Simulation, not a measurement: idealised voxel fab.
Title: Process Module voxel ribs on slabs
Each square cell in cross-section cut measures 5 nm, and the section as a whole is 275 nm wide.
When this document writes out a cross-section, it uses a grid of square cells and lists it as bands, beginning at the top and moving down, with a band standing for one or more rows of cells.
The band entry comprises the height of the band's top followed by the height of its bottom, expressed in nm, and subsequently the band's materials from left to right, each stated together with its width in nm. Where a single material is marked with the word "edge to edge", that material fills the band from edge to edge. The word "air" represents empty space.
Heights are measured from 0, the level below which the as-received wafer is all one material; the lowest band has no bottom and continues downward, written as in "0 nm and below".
Width: "30->40" (first number = top row, second number = bottom row, same change from row to row of cells).
No cell of the cross-section changed in a step that is given as "no modifications".
Any empty space of 8 cells or more lacking an open way to the top shows up in "Trapped void list" as width x height at distance, distance from the left edge, in nm.
Anything after a step's settings on that line? It's the simulator's own note about the step.
What "overlay nm" on a step's line means: if the step has a mask, that mask lay this far to the right of its planned place, or, when the value is negative, to the left.

The planned process steps are enumerated hereunder:
1: RECEIVE with material Si
2: DIRECTIONAL_DEP with material SiO2, thk nm 30
3: DIRECTIONAL_DEP with material SiN, thk nm 25
4: PATTERN with tone cover, mask id RIB, material resist, width nm 30, thk nm 20, overlay nm 0
5: DIRECTIONAL_ETCH with etch materials SiN, depth nm 10
6: STRIP with etch materials resist
7: DIRECTIONAL_DEP with material aC, thk nm 10
8: PATTERN with tone cover, mask id SLAB, material resist, width nm 60, thk nm 30, overlay nm 0
9: DIRECTIONAL_ETCH with etch materials aC, depth nm 10
10: STRIP with etch materials resist
11: DIRECTIONAL_ETCH with etch materials SiN, depth nm 15
12: STRIP with etch materials aC
13: FILL_DEP with material SiO2, thk nm 20
14: CMP with height nm 70
15: DIRECTIONAL_DEP with material TiN, thk nm 10
16: DIRECTIONAL_DEP with material aC, thk nm 15
17: PATTERN with tone cover, mask id HEATER, material resist, width nm 40, thk nm 35, overlay nm 0
18: DIRECTIONAL_ETCH with etch materials aC, depth nm 15
19: STRIP with etch materials resist
20: DIRECTIONAL_ETCH with etch materials TiN, depth nm 10
21: STRIP with etch materials aC
22: CONFORMAL_DEP with material SiO2, thk nm 5

This is the cross-section of the wafer as we received it, i.e. after step 1:
> 0 nm and below  Si edge to edge
> Trapped void list: none

Here's the wafer cut in cross-section after the module, started and planned just like above, except one thing was done wrong in the run:
> 85 nm to 80 nm  SiO2 edge to edge
> 80 nm to 70 nm  SiN edge to edge
> 70 nm to 55 nm  SiO2 edge to edge
> 55 nm to 45 nm  SiO2: 120; SiN: 30; SiO2: 125
> 45 nm to 30 nm  SiO2: 105; SiN: 60; SiO2: 110
> 30 nm to 0 nm  SiO2 edge to edge
> 0 nm and below  Si edge to edge
> Trapped void list: none
Deviation noted in wafer processing: step 15 did not use the planned setting and instead ran as DIRECTIONAL_DEP with material SiN, thk nm 10
